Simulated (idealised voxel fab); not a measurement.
Documented hereafter: the process module known as voxel trench capacitor.
Xsec cut, 295 nm wide, square cell size 5 nm.
A cross-section is a grid of square cells, given in bands from the top down. A band is one or more rows of cells. Top height, bottom height, nm. Materials left to right, width each, nm. Single material + "all across" = fills band edge to edge. "blank" = empty. Heights are measured from 0, the level below which the as-received wafer is all one material; the lowest band has no bottom and continues downward, written as in "0 down". Per-row width for "30->40": begins at first number (top row of band), ends at second number (bottom row), increment between rows held constant. Step note "everything unchanged" = no cross-section cell changed. Closed-off voids of 8+ cells (no open route to the top) go in "Enclosed void list", written width x height at distance from the left edge, in nm. after a step's settings: what the simulator itself notes on the step. Among the settings permitted on a step's line is "overlay nm"; applied to a step with a mask, it specifies the extent to which the mask lay to the right of its planned position, whereas a negative figure signifies a position to the left. Before/after cross-section pairs, one process step each; after shown to lowest changed band; step and settings beneath. Pairs may be from different runs of this module on the same starting wafer; a pair continues from the one above only where its "before" entry says so.
Before:
	0 down: Si all across
	Enclosed void list: none
As Processed:
	10 to 0: SiN all across
	below 0: unchanged
	Enclosed void list: none
Which operation lies between the before and after views above? CONFORMAL_DEP,material SiN,thk nm 10
before: check the pair just above; its after cross-section is our before state.
As Processed:
	20 to 10: aC all across
	below 10: unchanged
	Enclosed void list: none
Which operation lies between the before and after views above? DIRECTIONAL_DEP,material aC,thk nm 10
before: check the pair just above; its after cross-section is our before state.
As Processed:
	50 to 20: resist (60); blank (20); resist (30); blank (20); resist (30); blank (20); resist (30); blank (20); resist (65)
	below 20: unchanged
	Enclosed void list: none
Which operation lies between the before and after views above? PATTERN,tone open,mask id TRENCH,material resist,width nm 20,pitch nm 50,thk nm 30,overlay nm 0
before: check the pair just above; its after cross-section is our before state.
As Processed:
	40 to 20: resist (60); blank (20); resist (30); blank (20); resist (30); blank (20); resist (30); blank (20); resist (65)
	20 to 10: aC (60); blank (20); aC (30); blank (20); aC (30); blank (20); aC (30); blank (20); aC (65)
	below 10: unchanged
	Enclosed void list: none
Which operation lies between the before and after views above? DIRECTIONAL_ETCH,etch materials aC,depth nm 10
before: check the pair just above; its after cross-section is our before state.
As Processed:
	20 to 10: aC (60); blank (20); aC (30); blank (20); aC (30); blank (20); aC (30); blank (20); aC (65)
	below 10: unchanged
	Enclosed void list: none
Which operation lies between the before and after views above? STRIP,etch materials resist
before: check the pair just above; its after cross-section is our before state.
As Processed:
	20 to 10: aC (60); blank (20); aC (30); blank (20); aC (30); blank (20); aC (30); blank (20); aC (65)
	10 to 0: SiN (60); blank (20); SiN (30); blank (20); SiN (30); blank (20); SiN (30); blank (20); SiN (65)
	below 0: unchanged
	Enclosed void list: none
Which operation lies between the before and after views above? DIRECTIONAL_ETCH,etch materials SiN,depth nm 10
before: check the pair just above; its after cross-section is our before state.
As Processed:
	20 to 10: aC (60); blank (20); aC (30); blank (20); aC (30); blank (20); aC (30); blank (20); aC (65)
	10 to 0: SiN (60); blank (20); SiN (30); blank (20); SiN (30); blank (20); SiN (30); blank (20); SiN (65)
	0 to -35: Si (60); blank (20); Si (30); blank (20); Si (30); blank (20); Si (30); blank (20); Si (65)
	below -35: unchanged
	Enclosed void list: none
Which operation lies between the before and after views above? DIRECTIONAL_ETCH,etch materials Si,depth nm 35
before: check the pair just above; its after cross-section is our before state.
As Processed:
	10 to 0: SiN (60); blank (20); SiN (30); blank (20); SiN (30); blank (20); SiN (30); blank (20); SiN (65)
	below 0: unchanged
	Enclosed void list: none
Which operation lies between the before and after views above? STRIP,etch materials aC
before: check the pair just above; its after cross-section is our before state.
As Processed:
	15 to 10: Al2O3 (65); blank (10); Al2O3 (40); blank (10); Al2O3 (40); blank (10); Al2O3 (40); blank (10); Al2O3 (70)
	10 to 0: SiN (60); Al2O3 (5); blank (10); Al2O3 (5); SiN (30); Al2O3 (5); blank (10); Al2O3 (5); SiN (30); Al2O3 (5); blank (10); Al2O3 (5); SiN (30); Al2O3 (5); blank (10); Al2O3 (5); SiN (65)
	0 to -30: Si (60); Al2O3 (5); blank (10); Al2O3 (5); Si (30); Al2O3 (5); blank (10); Al2O3 (5); Si (30); Al2O3 (5); blank (10); Al2O3 (5); Si (30); Al2O3 (5); blank (10); Al2O3 (5); Si (65)
	-30 to -35: Si (60); Al2O3 (20); Si (30); Al2O3 (20); Si (30); Al2O3 (20); Si (30); Al2O3 (20); Si (65)
	below -35: unchanged
	Enclosed void list: none
Which operation lies between the before and after views above? CONFORMAL_DEP,material Al2O3,thk nm 5
before: check the pair just above; its after cross-section is our before state.
As Processed:
	20 to 15: polySi all across
	15 to 10: Al2O3 (65); polySi (10); Al2O3 (40); polySi (10); Al2O3 (40); polySi (10); Al2O3 (40); polySi (10); Al2O3 (70)
	10 to 0: SiN (60); Al2O3 (5); polySi (10); Al2O3 (5); SiN (30); Al2O3 (5); polySi (10); Al2O3 (5); SiN (30); Al2O3 (5); polySi (10); Al2O3 (5); SiN (30); Al2O3 (5); polySi (10); Al2O3 (5); SiN (65)
	0 to -30: Si (60); Al2O3 (5); polySi (10); Al2O3 (5); Si (30); Al2O3 (5); polySi (10); Al2O3 (5); Si (30); Al2O3 (5); polySi (10); Al2O3 (5); Si (30); Al2O3 (5); polySi (10); Al2O3 (5); Si (65)
	below -30: unchanged
	Enclosed void list: none
Which operation lies between the before and after views above? FILL_DEP,material polySi,thk nm 5
before: check the pair just above; its after cross-section is our before state.
As Processed:
	10 to 0: SiN (60); Al2O3 (5); polySi (10); Al2O3 (5); SiN (30); Al2O3 (5); polySi (10); Al2O3 (5); SiN (30); Al2O3 (5); polySi (10); Al2O3 (5); SiN (30); Al2O3 (5); polySi (10); Al2O3 (5); SiN (65)
	below 0: unchanged
	Enclosed void list: none
Which operation lies between the before and after views above? CMP,height nm 10
Before:
	20 to 10: aC (60); blank (20); aC (30); blank (20); aC (30); blank (20); aC (30); blank (20); aC (65)
	10 to 0: SiN (60); blank (20); SiN (30); blank (20); SiN (30); blank (20); SiN (30); blank (20); SiN (65)
	0 to -35: Si (60); blank (20); Si (30); blank (20); Si (30); blank (20); Si (30); blank (20); Si (65)
	-35 down: Si all across
	Enclosed void list: none
As Processed:
	25 to 20: Al2O3 (65); blank (10); Al2O3 (40); blank (10); Al2O3 (40); blank (10); Al2O3 (40); blank (10); Al2O3 (70)
	20 to 10: aC (60); Al2O3 (5); blank (10); Al2O3 (5); aC (30); Al2O3 (5); blank (10); Al2O3 (5); aC (30); Al2O3 (5); blank (10); Al2O3 (5); aC (30); Al2O3 (5); blank (10); Al2O3 (5); aC (65)
	10 to 0: SiN (60); Al2O3 (5); blank (10); Al2O3 (5); SiN (30); Al2O3 (5); blank (10); Al2O3 (5); SiN (30); Al2O3 (5); blank (10); Al2O3 (5); SiN (30); Al2O3 (5); blank (10); Al2O3 (5); SiN (65)
	0 to -30: Si (60); Al2O3 (5); blank (10); Al2O3 (5); Si (30); Al2O3 (5); blank (10); Al2O3 (5); Si (30); Al2O3 (5); blank (10); Al2O3 (5); Si (30); Al2O3 (5); blank (10); Al2O3 (5); Si (65)
	-30 to -35: Si (60); Al2O3 (20); Si (30); Al2O3 (20); Si (30); Al2O3 (20); Si (30); Al2O3 (20); Si (65)
	below -35: unchanged
	Enclosed void list: none
Which operation lies between the before and after views above? CONFORMAL_DEP,material Al2O3,thk nm 5
before: check the pair just above; its after cross-section is our before state.
As Processed:
	30 to 25: polySi all across
	25 to 20: Al2O3 (65); polySi (10); Al2O3 (40); polySi (10); Al2O3 (40); polySi (10); Al2O3 (40); polySi (10); Al2O3 (70)
	20 to 10: aC (60); Al2O3 (5); polySi (10); Al2O3 (5); aC (30); Al2O3 (5); polySi (10); Al2O3 (5); aC (30); Al2O3 (5); polySi (10); Al2O3 (5); aC (30); Al2O3 (5); polySi (10); Al2O3 (5); aC (65)
	10 to 0: SiN (60); Al2O3 (5); polySi (10); Al2O3 (5); SiN (30); Al2O3 (5); polySi (10); Al2O3 (5); SiN (30); Al2O3 (5); polySi (10); Al2O3 (5); SiN (30); Al2O3 (5); polySi (10); Al2O3 (5); SiN (65)
	0 to -30: Si (60); Al2O3 (5); polySi (10); Al2O3 (5); Si (30); Al2O3 (5); polySi (10); Al2O3 (5); Si (30); Al2O3 (5); polySi (10); Al2O3 (5); Si (30); Al2O3 (5); polySi (10); Al2O3 (5); Si (65)
	below -30: unchanged
	Enclosed void list: none
Which operation lies between the before and after views above? FILL_DEP,material polySi,thk nm 5
before: check the pair just above; its after cross-section is our before state.
As Processed:
	10 to 0: SiN (60); Al2O3 (5); polySi (10); Al2O3 (5); SiN (30); Al2O3 (5); polySi (10); Al2O3 (5); SiN (30); Al2O3 (5); polySi (10); Al2O3 (5); SiN (30); Al2O3 (5); polySi (10); Al2O3 (5); SiN (65)
	below 0: unchanged
	Enclosed void list: none
Which operation lies between the before and after views above? CMP,height nm 10
Before:
	20 to 10: aC (60); blank (20); aC (30); blank (20); aC (30); blank (20); aC (30); blank (20); aC (65)
	10 to 0: SiN (60); blank (20); SiN (30); blank (20); SiN (30); blank (20); SiN (30); blank (20); SiN (65)
	0 to -35: Si (60); blank (20); Si (30); blank (20); Si (30); blank (20); Si (30); blank (20); Si (65)
	-35 down: Si all across
	Enclosed void list: none
As Processed:
	20 to 10: aC (60); blank (20); aC (30); blank (20); aC (30); blank (20); aC (30); blank (20); aC (65)
	10 to 0: SiN (60); blank (20); SiN (30); blank (20); SiN (30); blank (20); SiN (30); blank (20); SiN (65)
	0 to -70: Si (60); blank (20); Si (30); blank (20); Si (30); blank (20); Si (30); blank (20); Si (65)
	below -70: unchanged
	Enclosed void list: none
Which operation lies between the before and after views above? DIRECTIONAL_ETCH,etch materials Si,depth nm 35
before: check the pair just above; its after cross-section is our before state.
As Processed:
	10 to 0: SiN (60); blank (20); SiN (30); blank (20); SiN (30); blank (20); SiN (30); blank (20); SiN (65)
	below 0: unchanged
	Enclosed void list: none
Which operation lies between the before and after views above? STRIP,etch materials aC
before: check the pair just above; its after cross-section is our before state.
As Processed:
	15 to 10: Al2O3 (65); blank (10); Al2O3 (40); blank (10); Al2O3 (40); blank (10); Al2O3 (40); blank (10); Al2O3 (70)
	10 to 0: SiN (60); Al2O3 (5); blank (10); Al2O3 (5); SiN (30); Al2O3 (5); blank (10); Al2O3 (5); SiN (30); Al2O3 (5); blank (10); Al2O3 (5); SiN (30); Al2O3 (5); blank (10); Al2O3 (5); SiN (65)
	0 to -65: Si (60); Al2O3 (5); blank (10); Al2O3 (5); Si (30); Al2O3 (5); blank (10); Al2O3 (5); Si (30); Al2O3 (5); blank (10); Al2O3 (5); Si (30); Al2O3 (5); blank (10); Al2O3 (5); Si (65)
	-65 to -70: Si (60); Al2O3 (20); Si (30); Al2O3 (20); Si (30); Al2O3 (20); Si (30); Al2O3 (20); Si (65)
	below -70: unchanged
	Enclosed void list: none
Which operation lies between the before and after views above? CONFORMAL_DEP,material Al2O3,thk nm 5
before: check the pair just above; its after cross-section is our before state.
As Processed:
	20 to 15: polySi all across
	15 to 10: Al2O3 (65); polySi (10); Al2O3 (40); polySi (10); Al2O3 (40); polySi (10); Al2O3 (40); polySi (10); Al2O3 (70)
	10 to 0: SiN (60); Al2O3 (5); polySi (10); Al2O3 (5); SiN (30); Al2O3 (5); polySi (10); Al2O3 (5); SiN (30); Al2O3 (5); polySi (10); Al2O3 (5); SiN (30); Al2O3 (5); polySi (10); Al2O3 (5); SiN (65)
	0 to -65: Si (60); Al2O3 (5); polySi (10); Al2O3 (5); Si (30); Al2O3 (5); polySi (10); Al2O3 (5); Si (30); Al2O3 (5); polySi (10); Al2O3 (5); Si (30); Al2O3 (5); polySi (10); Al2O3 (5); Si (65)
	below -65: unchanged
	Enclosed void list: none
Which operation lies between the before and after views above? FILL_DEP,material polySi,thk nm 5
before: check the pair just above; its after cross-section is our before state.
As Processed:
	10 to 0: SiN (60); Al2O3 (5); polySi (10); Al2O3 (5); SiN (30); Al2O3 (5); polySi (10); Al2O3 (5); SiN (30); Al2O3 (5); polySi (10); Al2O3 (5); SiN (30); Al2O3 (5); polySi (10); Al2O3 (5); SiN (65)
	below 0: unchanged
	Enclosed void list: none
Which operation lies between the before and after views above? CMP,height nm 10
Before:
	20 to 10: aC (60); blank (20); aC (30); blank (20); aC (30); blank (20); aC (30); blank (20); aC (65)
	10 to 0: SiN (60); blank (20); SiN (30); blank (20); SiN (30); blank (20); SiN (30); blank (20); SiN (65)
	0 down: Si all across
	Enclosed void list: none
As Processed:
	20 to 10: aC (60); blank (20); aC (30); blank (20); aC (30); blank (20); aC (30); blank (20); aC (65)
	10 to 0: SiN (60); blank (20); SiN (30); blank (20); SiN (30); blank (20); SiN (30); blank (20); SiN (65)
	0 to -30: Si (60); blank (20); Si (30); blank (20); Si (30); blank (20); Si (30); blank (20); Si (65)
	below -30: unchanged
	Enclosed void list: none
Which operation lies between the before and after views above? DIRECTIONAL_ETCH,etch materials Si,depth nm 30
before: check the pair just above; its after cross-section is our before state.
As Processed:
	10 to 0: SiN (60); blank (20); SiN (30); blank (20); SiN (30); blank (20); SiN (30); blank (20); SiN (65)
	below 0: unchanged
	Enclosed void list: none
Which operation lies between the before and after views above? STRIP,etch materials aC
before: check the pair just above; its after cross-section is our before state.
As Processed:
	15 to 10: Al2O3 (65); blank (10); Al2O3 (40); blank (10); Al2O3 (40); blank (10); Al2O3 (40); blank (10); Al2O3 (70)
	10 to 0: SiN (60); Al2O3 (5); blank (10); Al2O3 (5); SiN (30); Al2O3 (5); blank (10); Al2O3 (5); SiN (30); Al2O3 (5); blank (10); Al2O3 (5); SiN (30); Al2O3 (5); blank (10); Al2O3 (5); SiN (65)
	0 to -25: Si (60); Al2O3 (5); blank (10); Al2O3 (5); Si (30); Al2O3 (5); blank (10); Al2O3 (5); Si (30); Al2O3 (5); blank (10); Al2O3 (5); Si (30); Al2O3 (5); blank (10); Al2O3 (5); Si (65)
	-25 to -30: Si (60); Al2O3 (20); Si (30); Al2O3 (20); Si (30); Al2O3 (20); Si (30); Al2O3 (20); Si (65)
	below -30: unchanged
	Enclosed void list: none
Which operation lies between the before and after views above? CONFORMAL_DEP,material Al2O3,thk nm 5
before: check the pair just above; its after cross-section is our before state.
As Processed:
	20 to 15: polySi all across
	15 to 10: Al2O3 (65); polySi (10); Al2O3 (40); polySi (10); Al2O3 (40); polySi (10); Al2O3 (40); polySi (10); Al2O3 (70)
	10 to 0: SiN (60); Al2O3 (5); polySi (10); Al2O3 (5); SiN (30); Al2O3 (5); polySi (10); Al2O3 (5); SiN (30); Al2O3 (5); polySi (10); Al2O3 (5); SiN (30); Al2O3 (5); polySi (10); Al2O3 (5); SiN (65)
	0 to -25: Si (60); Al2O3 (5); polySi (10); Al2O3 (5); Si (30); Al2O3 (5); polySi (10); Al2O3 (5); Si (30); Al2O3 (5); polySi (10); Al2O3 (5); Si (30); Al2O3 (5); polySi (10); Al2O3 (5); Si (65)
	below -25: unchanged
	Enclosed void list: none
Which operation lies between the before and after views above? FILL_DEP,material polySi,thk nm 5
before: check the pair just above; its after cross-section is our before state.
As Processed:
	10 to 0: SiN (60); Al2O3 (5); polySi (10); Al2O3 (5); SiN (30); Al2O3 (5); polySi (10); Al2O3 (5); SiN (30); Al2O3 (5); polySi (10); Al2O3 (5); SiN (30); Al2O3 (5); polySi (10); Al2O3 (5); SiN (65)
	below 0: unchanged
	Enclosed void list: none
Which operation lies between the before and after views above? CMP,height nm 10
Before:
	20 to 10: aC all across
	10 to 0: SiN all across
	0 down: Si all across
	Enclosed void list: none
As Processed:
	50 to 20: resist (55); blank (30); resist (20); blank (30); resist (20); blank (30); resist (20); blank (30); resist (60)
	below 20: unchanged
	Enclosed void list: none
Which operation lies between the before and after views above? PATTERN,tone open,mask id TRENCH,material resist,width nm 30,pitch nm 50,thk nm 30,overlay nm 0
before: check the pair just above; its after cross-section is our before state.
As Processed:
	40 to 20: resist (55); blank (30); resist (20); blank (30); resist (20); blank (30); resist (20); blank (30); resist (60)
	20 to 10: aC (55); blank (30); aC (20); blank (30); aC (20); blank (30); aC (20); blank (30); aC (60)
	below 10: unchanged
	Enclosed void list: none
Which operation lies between the before and after views above? DIRECTIONAL_ETCH,etch materials aC,depth nm 10
before: check the pair just above; its after cross-section is our before state.
As Processed:
	20 to 10: aC (55); blank (30); aC (20); blank (30); aC (20); blank (30); aC (20); blank (30); aC (60)
	below 10: unchanged
	Enclosed void list: none
Which operation lies between the before and after views above? STRIP,etch materials resist
before: check the pair just above; its after cross-section is our before state.
As Processed:
	20 to 10: aC (55); blank (30); aC (20); blank (30); aC (20); blank (30); aC (20); blank (30); aC (60)
	10 to 0: SiN (55); blank (30); SiN (20); blank (30); SiN (20); blank (30); SiN (20); blank (30); SiN (60)
	below 0: unchanged
	Enclosed void list: none
Which operation lies between the before and after views above? DIRECTIONAL_ETCH,etch materials SiN,depth nm 10
before: check the pair just above; its after cross-section is our before state.
As Processed:
	20 to 10: aC (55); blank (30); aC (20); blank (30); aC (20); blank (30); aC (20); blank (30); aC (60)
	10 to 0: SiN (55); blank (30); SiN (20); blank (30); SiN (20); blank (30); SiN (20); blank (30); SiN (60)
	0 to -35: Si (55); blank (30); Si (20); blank (30); Si (20); blank (30); Si (20); blank (30); Si (60)
	below -35: unchanged
	Enclosed void list: none
Which operation lies between the before and after views above? DIRECTIONAL_ETCH,etch materials Si,depth nm 35
before: check the pair just above; its after cross-section is our before state.
As Processed:
	10 to 0: SiN (55); blank (30); SiN (20); blank (30); SiN (20); blank (30); SiN (20); blank (30); SiN (60)
	below 0: unchanged
	Enclosed void list: none
Which operation lies between the before and after views above? STRIP,etch materials aC
before: check the pair just above; its after cross-section is our before state.
As Processed:
	15 to 10: Al2O3 (60); blank (20); Al2O3 (30); blank (20); Al2O3 (30); blank (20); Al2O3 (30); blank (20); Al2O3 (65)
	10 to 0: SiN (55); Al2O3 (5); blank (20); Al2O3 (5); SiN (20); Al2O3 (5); blank (20); Al2O3 (5); SiN (20); Al2O3 (5); blank (20); Al2O3 (5); SiN (20); Al2O3 (5); blank (20); Al2O3 (5); SiN (60)
	0 to -30: Si (55); Al2O3 (5); blank (20); Al2O3 (5); Si (20); Al2O3 (5); blank (20); Al2O3 (5); Si (20); Al2O3 (5); blank (20); Al2O3 (5); Si (20); Al2O3 (5); blank (20); Al2O3 (5); Si (60)
	-30 to -35: Si (55); Al2O3 (30); Si (20); Al2O3 (30); Si (20); Al2O3 (30); Si (20); Al2O3 (30); Si (60)
	below -35: unchanged
	Enclosed void list: none
Which operation lies between the before and after views above? CONFORMAL_DEP,material Al2O3,thk nm 5
before: check the pair just above; its after cross-section is our before state.
As Processed:
	20 to 15: polySi all across
	15 to 10: Al2O3 (60); polySi (20); Al2O3 (30); polySi (20); Al2O3 (30); polySi (20); Al2O3 (30); polySi (20); Al2O3 (65)
	10 to 0: SiN (55); Al2O3 (5); polySi (20); Al2O3 (5); SiN (20); Al2O3 (5); polySi (20); Al2O3 (5); SiN (20); Al2O3 (5); polySi (20); Al2O3 (5); SiN (20); Al2O3 (5); polySi (20); Al2O3 (5); SiN (60)
	0 to -30: Si (55); Al2O3 (5); polySi (20); Al2O3 (5); Si (20); Al2O3 (5); polySi (20); Al2O3 (5); Si (20); Al2O3 (5); polySi (20); Al2O3 (5); Si (20); Al2O3 (5); polySi (20); Al2O3 (5); Si (60)
	below -30: unchanged
	Enclosed void list: none
Which operation lies between the before and after views above? FILL_DEP,material polySi,thk nm 5
before: check the pair just above; its after cross-section is our before state.
As Processed:
	10 to 0: SiN (55); Al2O3 (5); polySi (20); Al2O3 (5); SiN (20); Al2O3 (5); polySi (20); Al2O3 (5); SiN (20); Al2O3 (5); polySi (20); Al2O3 (5); SiN (20); Al2O3 (5); polySi (20); Al2O3 (5); SiN (60)
	below 0: unchanged
	Enclosed void list: none
Which operation lies between the before and after views above? CMP,height nm 10
Before:
	20 to 10: aC all across
	10 to 0: SiN all across
	0 down: Si all across
	Enclosed void list: none
As Processed:
	50 to 20: resist (50); blank (20); resist (30); blank (20); resist (30); blank (20); resist (30); blank (20); resist (75)
	below 20: unchanged
	Enclosed void list: none
Which operation lies between the before and after views above? PATTERN,tone open,mask id TRENCH,material resist,width nm 20,pitch nm 50,thk nm 30,overlay nm -10
before: check the pair just above; its after cross-section is our before state.
As Processed:
	40 to 20: resist (50); blank (20); resist (30); blank (20); resist (30); blank (20); resist (30); blank (20); resist (75)
	20 to 10: aC (50); blank (20); aC (30); blank (20); aC (30); blank (20); aC (30); blank (20); aC (75)
	below 10: unchanged
	Enclosed void list: none
Which operation lies between the before and after views above? DIRECTIONAL_ETCH,etch materials aC,depth nm 10
before: check the pair just above; its after cross-section is our before state.
As Processed:
	20 to 10: aC (50); blank (20); aC (30); blank (20); aC (30); blank (20); aC (30); blank (20); aC (75)
	below 10: unchanged
	Enclosed void list: none
Which operation lies between the before and after views above? STRIP,etch materials resist
before: check the pair just above; its after cross-section is our before state.
As Processed:
	20 to 10: aC (50); blank (20); aC (30); blank (20); aC (30); blank (20); aC (30); blank (20); aC (75)
	10 to 0: SiN (50); blank (20); SiN (30); blank (20); SiN (30); blank (20); SiN (30); blank (20); SiN (75)
	below 0: unchanged
	Enclosed void list: none
Which operation lies between the before and after views above? DIRECTIONAL_ETCH,etch materials SiN,depth nm 10
before: check the pair just above; its after cross-section is our before state.
As Processed:
	20 to 10: aC (50); blank (20); aC (30); blank (20); aC (30); blank (20); aC (30); blank (20); aC (75)
	10 to 0: SiN (50); blank (20); SiN (30); blank (20); SiN (30); blank (20); SiN (30); blank (20); SiN (75)
	0 to -35: Si (50); blank (20); Si (30); blank (20); Si (30); blank (20); Si (30); blank (20); Si (75)
	below -35: unchanged
	Enclosed void list: none
Which operation lies between the before and after views above? DIRECTIONAL_ETCH,etch materials Si,depth nm 35
before: check the pair just above; its after cross-section is our before state.
As Processed:
	10 to 0: SiN (50); blank (20); SiN (30); blank (20); SiN (30); blank (20); SiN (30); blank (20); SiN (75)
	below 0: unchanged
	Enclosed void list: none
Which operation lies between the before and after views above? STRIP,etch materials aC
before: check the pair just above; its after cross-section is our before state.
As Processed:
	15 to 10: Al2O3 (55); blank (10); Al2O3 (40); blank (10); Al2O3 (40); blank (10); Al2O3 (40); blank (10); Al2O3 (80)
	10 to 0: SiN (50); Al2O3 (5); blank (10); Al2O3 (5); SiN (30); Al2O3 (5); blank (10); Al2O3 (5); SiN (30); Al2O3 (5); blank (10); Al2O3 (5); SiN (30); Al2O3 (5); blank (10); Al2O3 (5); SiN (75)
	0 to -30: Si (50); Al2O3 (5); blank (10); Al2O3 (5); Si (30); Al2O3 (5); blank (10); Al2O3 (5); Si (30); Al2O3 (5); blank (10); Al2O3 (5); Si (30); Al2O3 (5); blank (10); Al2O3 (5); Si (75)
	-30 to -35: Si (50); Al2O3 (20); Si (30); Al2O3 (20); Si (30); Al2O3 (20); Si (30); Al2O3 (20); Si (75)
	below -35: unchanged
	Enclosed void list: none
Which operation lies between the before and after views above? CONFORMAL_DEP,material Al2O3,thk nm 5
before: check the pair just above; its after cross-section is our before state.
As Processed:
	20 to 15: polySi all across
	15 to 10: Al2O3 (55); polySi (10); Al2O3 (40); polySi (10); Al2O3 (40); polySi (10); Al2O3 (40); polySi (10); Al2O3 (80)
	10 to 0: SiN (50); Al2O3 (5); polySi (10); Al2O3 (5); SiN (30); Al2O3 (5); polySi (10); Al2O3 (5); SiN (30); Al2O3 (5); polySi (10); Al2O3 (5); SiN (30); Al2O3 (5); polySi (10); Al2O3 (5); SiN (75)
	0 to -30: Si (50); Al2O3 (5); polySi (10); Al2O3 (5); Si (30); Al2O3 (5); polySi (10); Al2O3 (5); Si (30); Al2O3 (5); polySi (10); Al2O3 (5); Si (30); Al2O3 (5); polySi (10); Al2O3 (5); Si (75)
	below -30: unchanged
	Enclosed void list: none
Which operation lies between the before and after views above? FILL_DEP,material polySi,thk nm 5
before: check the pair just above; its after cross-section is our before state.
As Processed:
	10 to 0: SiN (50); Al2O3 (5); polySi (10); Al2O3 (5); SiN (30); Al2O3 (5); polySi (10); Al2O3 (5); SiN (30); Al2O3 (5); polySi (10); Al2O3 (5); SiN (30); Al2O3 (5); polySi (10); Al2O3 (5); SiN (75)
	below 0: unchanged
	Enclosed void list: none
Which operation lies between the before and after views above? CMP,height nm 10
Before:
	15 to 10: Al2O3 (65); blank (10); Al2O3 (40); blank (10); Al2O3 (40); blank (10); Al2O3 (40); blank (10); Al2O3 (70)
	10 to 0: SiN (60); Al2O3 (5); blank (10); Al2O3 (5); SiN (30); Al2O3 (5); blank (10); Al2O3 (5); SiN (30); Al2O3 (5); blank (10); Al2O3 (5); SiN (30); Al2O3 (5); blank (10); Al2O3 (5); SiN (65)
	0 to -30: Si (60); Al2O3 (5); blank (10); Al2O3 (5); Si (30); Al2O3 (5); blank (10); Al2O3 (5); Si (30); Al2O3 (5); blank (10); Al2O3 (5); Si (30); Al2O3 (5); blank (10); Al2O3 (5); Si (65)
	-30 to -35: Si (60); Al2O3 (20); Si (30); Al2O3 (20); Si (30); Al2O3 (20); Si (30); Al2O3 (20); Si (65)
	-35 down: Si all across
	Enclosed void list: none
As Processed:
	20 to 15: aC all across
	15 to 10: Al2O3 (65); aC (10); Al2O3 (40); aC (10); Al2O3 (40); aC (10); Al2O3 (40); aC (10); Al2O3 (70)
	10 to 0: SiN (60); Al2O3 (5); aC (10); Al2O3 (5); SiN (30); Al2O3 (5); aC (10); Al2O3 (5); SiN (30); Al2O3 (5); aC (10); Al2O3 (5); SiN (30); Al2O3 (5); aC (10); Al2O3 (5); SiN (65)
	0 to -30: Si (60); Al2O3 (5); aC (10); Al2O3 (5); Si (30); Al2O3 (5); aC (10); Al2O3 (5); Si (30); Al2O3 (5); aC (10); Al2O3 (5); Si (30); Al2O3 (5); aC (10); Al2O3 (5); Si (65)
	below -30: unchanged
	Enclosed void list: none
Which operation lies between the before and after views above? FILL_DEP,material aC,thk nm 5
before: check the pair just above; its after cross-section is our before state.
As Processed:
	10 to 0: SiN (60); Al2O3 (5); aC (10); Al2O3 (5); SiN (30); Al2O3 (5); aC (10); Al2O3 (5); SiN (30); Al2O3 (5); aC (10); Al2O3 (5); SiN (30); Al2O3 (5); aC (10); Al2O3 (5); SiN (65)
	below 0: unchanged
	Enclosed void list: none
Which operation lies between the before and after views above? CMP,height nm 10
Before:
	20 to 10: aC all across
	10 to 0: SiN all across
	0 down: Si all across
	Enclosed void list: none
As Processed:
	50 to 20: blank (60); resist (20); blank (30); resist (20); blank (30); resist (20); blank (30); resist (20); blank (65)
	below 20: unchanged
	Enclosed void list: none
Which operation lies between the before and after views above? PATTERN,tone cover,mask id TRENCH,material resist,width nm 20,pitch nm 50,thk nm 30,overlay nm 0
before: check the pair just above; its after cross-section is our before state.
As Processed:
	40 to 20: blank (60); resist (20); blank (30); resist (20); blank (30); resist (20); blank (30); resist (20); blank (65)
	20 to 10: blank (60); aC (20); blank (30); aC (20); blank (30); aC (20); blank (30); aC (20); blank (65)
	below 10: unchanged
	Enclosed void list: none
Which operation lies between the before and after views above? DIRECTIONAL_ETCH,etch materials aC,depth nm 10
before: check the pair just above; its after cross-section is our before state.
As Processed:
	20 to 10: blank (60); aC (20); blank (30); aC (20); blank (30); aC (20); blank (30); aC (20); blank (65)
	below 10: unchanged
	Enclosed void list: none
Which operation lies between the before and after views above? STRIP,etch materials resist
before: check the pair just above; its after cross-section is our before state.
As Processed:
	20 to 10: blank (60); aC (20); blank (30); aC (20); blank (30); aC (20); blank (30); aC (20); blank (65)
	10 to 0: blank (60); SiN (20); blank (30); SiN (20); blank (30); SiN (20); blank (30); SiN (20); blank (65)
	below 0: unchanged
	Enclosed void list: none
Which operation lies between the before and after views above? DIRECTIONAL_ETCH,etch materials SiN,depth nm 10
before: check the pair just above; its after cross-section is our before state.
As Processed:
	20 to 10: blank (60); aC (20); blank (30); aC (20); blank (30); aC (20); blank (30); aC (20); blank (65)
	10 to 0: blank (60); SiN (20); blank (30); SiN (20); blank (30); SiN (20); blank (30); SiN (20); blank (65)
	0 to -35: blank (60); Si (20); blank (30); Si (20); blank (30); Si (20); blank (30); Si (20); blank (65)
	below -35: unchanged
	Enclosed void list: none
Which operation lies between the before and after views above? DIRECTIONAL_ETCH,etch materials Si,depth nm 35
before: check the pair just above; its after cross-section is our before state.
As Processed:
	10 to 0: blank (60); SiN (20); blank (30); SiN (20); blank (30); SiN (20); blank (30); SiN (20); blank (65)
	below 0: unchanged
	Enclosed void list: none
Which operation lies between the before and after views above? STRIP,etch materials aC
before: check the pair just above; its after cross-section is our before state.
As Processed:
	15 to 10: blank (55); Al2O3 (30); blank (20); Al2O3 (30); blank (20); Al2O3 (30); blank (20); Al2O3 (30); blank (60)
	10 to 0: blank (55); Al2O3 (5); SiN (20); Al2O3 (5); blank (20); Al2O3 (5); SiN (20); Al2O3 (5); blank (20); Al2O3 (5); SiN (20); Al2O3 (5); blank (20); Al2O3 (5); SiN (20); Al2O3 (5); blank (60)
	0 to -30: blank (55); Al2O3 (5); Si (20); Al2O3 (5); blank (20); Al2O3 (5); Si (20); Al2O3 (5); blank (20); Al2O3 (5); Si (20); Al2O3 (5); blank (20); Al2O3 (5); Si (20); Al2O3 (5); blank (60)
	-30 to -35: Al2O3 (60); Si (20); Al2O3 (30); Si (20); Al2O3 (30); Si (20); Al2O3 (30); Si (20); Al2O3 (65)
	below -35: unchanged
	Enclosed void list: none
Which operation lies between the before and after views above? CONFORMAL_DEP,material Al2O3,thk nm 5
before: check the pair just above; its after cross-section is our before state.
As Processed:
	20 to 15: polySi all across
	15 to 10: polySi (55); Al2O3 (30); polySi (20); Al2O3 (30); polySi (20); Al2O3 (30); polySi (20); Al2O3 (30); polySi (60)
	10 to 0: polySi (55); Al2O3 (5); SiN (20); Al2O3 (5); polySi (20); Al2O3 (5); SiN (20); Al2O3 (5); polySi (20); Al2O3 (5); SiN (20); Al2O3 (5); polySi (20); Al2O3 (5); SiN (20); Al2O3 (5); polySi (60)
	0 to -30: polySi (55); Al2O3 (5); Si (20); Al2O3 (5); polySi (20); Al2O3 (5); Si (20); Al2O3 (5); polySi (20); Al2O3 (5); Si (20); Al2O3 (5); polySi (20); Al2O3 (5); Si (20); Al2O3 (5); polySi (60)
	below -30: unchanged
	Enclosed void list: none
Which operation lies between the before and after views above? FILL_DEP,material polySi,thk nm 5
